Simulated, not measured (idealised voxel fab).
Process module under the name voxel air gaps
The cross-section shown here is cut; it is 260 nm wide and divided into square cells measuring 5 nm on a side.
We lay out every cross-section as a grid of square cells and spell it out in bands from the top down, where one band means one or more rows of cells. Per band: top height and bottom height in nm, followed by the left-to-right materials and their widths in nm; "edge to edge" marks a single material spanning edge to edge, "empty" marks empty space. All heights in this document are referenced to 0, defined as the level beneath which the wafer, as received, consists entirely of one material. The lowest band is not bounded below; it extends indefinitely downward and is written in the form "z 0 and below". The two numbers in a width such as "30->40" mark its ends across the band: the first belongs to the top row of cells, the second to the bottom row, and from each row to the next the width moves by the same amount. A step reported as "nothing was modified" is a step in which no cell of the cross-section changed. So "Enclosed void entries" is basically the list of trapped voids: any empty space of 8 cells or more that can't reach the top through an opening. They're written width x height at distance, the distance being from the left edge, and it's all nm. Where a step's line continues beyond its settings, the continuation is a remark by the simulator itself on that step. On any step carrying a mask, the "overlay nm" setting, if present on the step's line, tells how far right of its planned place the mask lay; negative values point to the left.

**This section lists the process steps that were planned**
| 1 | RECEIVE with material Si |
| 2 | CONFORMAL_DEP with material SiO2, thk nm 10 |
| 3 | CONFORMAL_DEP with material SiCN, thk nm 5 |
| 4 | DIRECTIONAL_DEP with material lowk, thk nm 40 |
| 5 | DIRECTIONAL_DEP with material aC, thk nm 15 |
| 6 | PATTERN with tone open, mask id LINES, material resist, width nm 25, pitch nm 50, thk nm 35, overlay nm 0 |
| 7 | DIRECTIONAL_ETCH with etch materials aC, depth nm 15 |
| 8 | STRIP with etch materials resist |
| 9 | DIRECTIONAL_ETCH with etch materials lowk, depth nm 40 |
| 10 | STRIP with etch materials aC |
| 11 | CONFORMAL_DEP with material TiN, thk nm 5 |
| 12 | FILL_DEP with material W, thk nm 5 |
| 13 | CMP with height nm 55 |
| 14 | EPI with material Ru, thk nm 10 |
| 15 | SELECTIVE_ETCH with etch materials lowk, depth nm 50 |
| 16 | CONFORMAL_DEP with material SiCN, thk nm 5 |

**Cross-section of the wafer as it came to us, i.e., already through step 1**
* z 0 and below  Si edge to edge
* Enclosed void entries: none

**First wafer of two, sectioned at end of module; run went per plan**
* z 70 to 65  empty (25)  SiCN (205)  empty (30)
* z 65 to 55  empty (25)  SiCN (5)  Ru (45)  SiCN (5)  Ru (45)  SiCN (5)  Ru (45)  SiCN (5)  Ru (45)  SiCN (5)  empty (30)
* z 55 to 50  empty (25)  SiCN (15)  TiN (5)  W (15)  TiN (5)  SiCN (25)  TiN (5)  W (15)  TiN (5)  SiCN (25)  TiN (5)  W (15)  TiN (5)  SiCN (25)  TiN (5)  W (15)  TiN (5)  SiCN (15)  empty (30)
* z 50 to 20  empty (35)  SiCN (5)  TiN (5)  W (15)  TiN (5)  SiCN (5)  empty (15)  SiCN (5)  TiN (5)  W (15)  TiN (5)  SiCN (5)  empty (15)  SiCN (5)  TiN (5)  W (15)  TiN (5)  SiCN (5)  empty (15)  SiCN (5)  TiN (5)  W (15)  TiN (5)  SiCN (5)  empty (40)
* z 20 to 15  SiCN (40)  TiN (25)  SiCN (25)  TiN (25)  SiCN (25)  TiN (25)  SiCN (25)  TiN (25)  SiCN (45)
* z 15 to 10  SiCN edge to edge
* z 10 to 0  SiO2 edge to edge
* z 0 and below  Si edge to edge
* Enclosed void entries: 15 x 30 at 70; 15 x 30 at 120; 15 x 30 at 170

**Wafer two cross-section, module end. Start and plan unchanged from wafer one; one mistake made during the run**
* z 80 to 75  empty (15)  SiCN (225)  empty (20)
* z 75 to 55  empty (15)  SiCN (5)  Ru (215)  SiCN (5)  empty (20)
* z 55 to 50  empty (15)  SiCN (25)  TiN (5)  W (15)  TiN (5)  lowk (25)  TiN (5)  W (15)  TiN (5)  lowk (25)  TiN (5)  W (15)  TiN (5)  lowk (25)  TiN (5)  W (15)  TiN (5)  SiCN (25)  empty (20)
* z 50 to 20  empty (35)  SiCN (5)  TiN (5)  W (15)  TiN (5)  lowk (25)  TiN (5)  W (15)  TiN (5)  lowk (25)  TiN (5)  W (15)  TiN (5)  lowk (25)  TiN (5)  W (15)  TiN (5)  SiCN (5)  empty (40)
* z 20 to 15  SiCN (40)  TiN (25)  lowk (25)  TiN (25)  lowk (25)  TiN (25)  lowk (25)  TiN (25)  SiCN (45)
* z 15 to 10  SiCN edge to edge
* z 10 to 0  SiO2 edge to edge
* z 0 and below  Si edge to edge
* Enclosed void entries: none
Misprocessing identified: step 14 of the plan was executed twice over
Once processing is complete, comparing cell counts shows that the second wafer has more or fewer of certain materials than the first: Ru: 100 more | SiCN: 60 fewer | lowk: 120 more
Closed void count at end of process - first wafer: 3; second wafer: 0.
